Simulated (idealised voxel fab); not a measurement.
voxel self aligned vias: a process module
Square cell edge 5 nm, section width 190 nm, ID cut.
Cross-sections here: square-cell grids, written as top-down lists of bands, a band being one or more rows of cells.
Band: top height; bottom height; in nm. Then, left to right: material with width in nm, for each material. "edge to edge": a single material spanning edge to edge. "empty": empty space.
Height is counted from the level 0, under which the received wafer is composed throughout of one material. The lowest of the bands is not closed at the bottom but continues downward, in the notation "z 0 and below".
Quick explanation for "30->40": the width changes in equal steps down the rows of cells, from the first number in the band's top row to the second number in its bottom row.
No cell of the cross-section changed in a step that is given as "stayed the same".
The entry titled "Enclosed void list" provides the empty spaces that have no open way to the top, restricted to those of 8 cells or more. Each is presented as width x height at distance, the distance being measured from the left edge, with all three in nm.
Step line, after settings: the simulator's comment on this step.
overlay nm: where the mask lay relative to plan, measured to the right, on steps with a mask; negatives go left.

### Steps in the process plan
1,RECEIVE (material Si)
2,CONFORMAL_DEP (material SiO2; thk nm 10)
3,CONFORMAL_DEP (material SiCN; thk nm 5)
4,DIRECTIONAL_DEP (material lowk; thk nm 30)
5,DIRECTIONAL_DEP (material aC; thk nm 10)
6,PATTERN (tone open; mask id LINES; material resist; width nm 30; pitch nm 80; thk nm 25; overlay nm 0)
7,DIRECTIONAL_ETCH (etch materials aC; depth nm 10)
8,STRIP (etch materials resist)
9,DIRECTIONAL_ETCH (etch materials lowk; depth nm 30)
10,STRIP (etch materials aC)
11,CONFORMAL_DEP (material TiN; thk nm 5)
12,FILL_DEP (material Ru; thk nm 5)
13,CMP (height nm 45)
14,SELECTIVE_ETCH (etch materials W Ru TiN; depth nm 10)
15,FILL_DEP (material SiN; thk nm 5)
16,CMP (height nm 45)
17,DIRECTIONAL_DEP (material lowk; thk nm 20)
18,DIRECTIONAL_DEP (material aC; thk nm 10)
19,PATTERN (tone open; mask id VIAS; material resist; width nm 50; pitch nm 80; thk nm 25; overlay nm 0)
20,DIRECTIONAL_ETCH (etch materials aC; depth nm 10)
21,STRIP (etch materials resist)
22,DIRECTIONAL_ETCH (etch materials lowk; depth nm 20)
23,DIRECTIONAL_ETCH (etch materials SiN; depth nm 10)
24,STRIP (etch materials aC)
25,CONFORMAL_DEP (material TiN; thk nm 5)
26,FILL_DEP (material W; thk nm 5)
27,CMP (height nm 65)
28,CONFORMAL_DEP (material SiCN; thk nm 5)

### The cross-section here shows the wafer as received, i.e. in its state after step 1
* z 0 and below = Si edge to edge
* Enclosed void list: none

### The module was run from the start shown above using the plan shown above, but one mistake was made doing it; the resulting wafer cross-section is below
* z 70 to 65 = SiCN edge to edge
* z 65 to 50 = 30 of lowk; 5 of TiN; 40 of W; 5 of TiN; 30 of lowk; 5 of TiN; 40 of W; 5 of TiN; 30 of lowk
* z 50 to 40 = 30->45 of lowk; 20->5 of TiN; 20 of W; 10->5 of TiN; 30->50 of lowk; 20->5 of TiN; 20 of W; 10->5 of TiN; 30->35 of lowk
* z 40 to 35 = 45 of lowk; 30 of TiN; 50 of lowk; 30 of TiN; 35 of lowk
* z 35 to 20 = 45 of lowk; 5 of TiN; 20 of Ru; 5 of TiN; 50 of lowk; 5 of TiN; 20 of Ru; 5 of TiN; 35 of lowk
* z 20 to 15 = 45 of lowk; 30 of TiN; 50 of lowk; 30 of TiN; 35 of lowk
* z 15 to 10 = SiCN edge to edge
* z 10 to 0 = SiO2 edge to edge
* z 0 and below = Si edge to edge
* Enclosed void list: none
what went wrong: step 6 changed vs plan, executed as PATTERN (tone open; mask id LINES; material resist; width nm 30; pitch nm 80; thk nm 25; overlay nm 5)
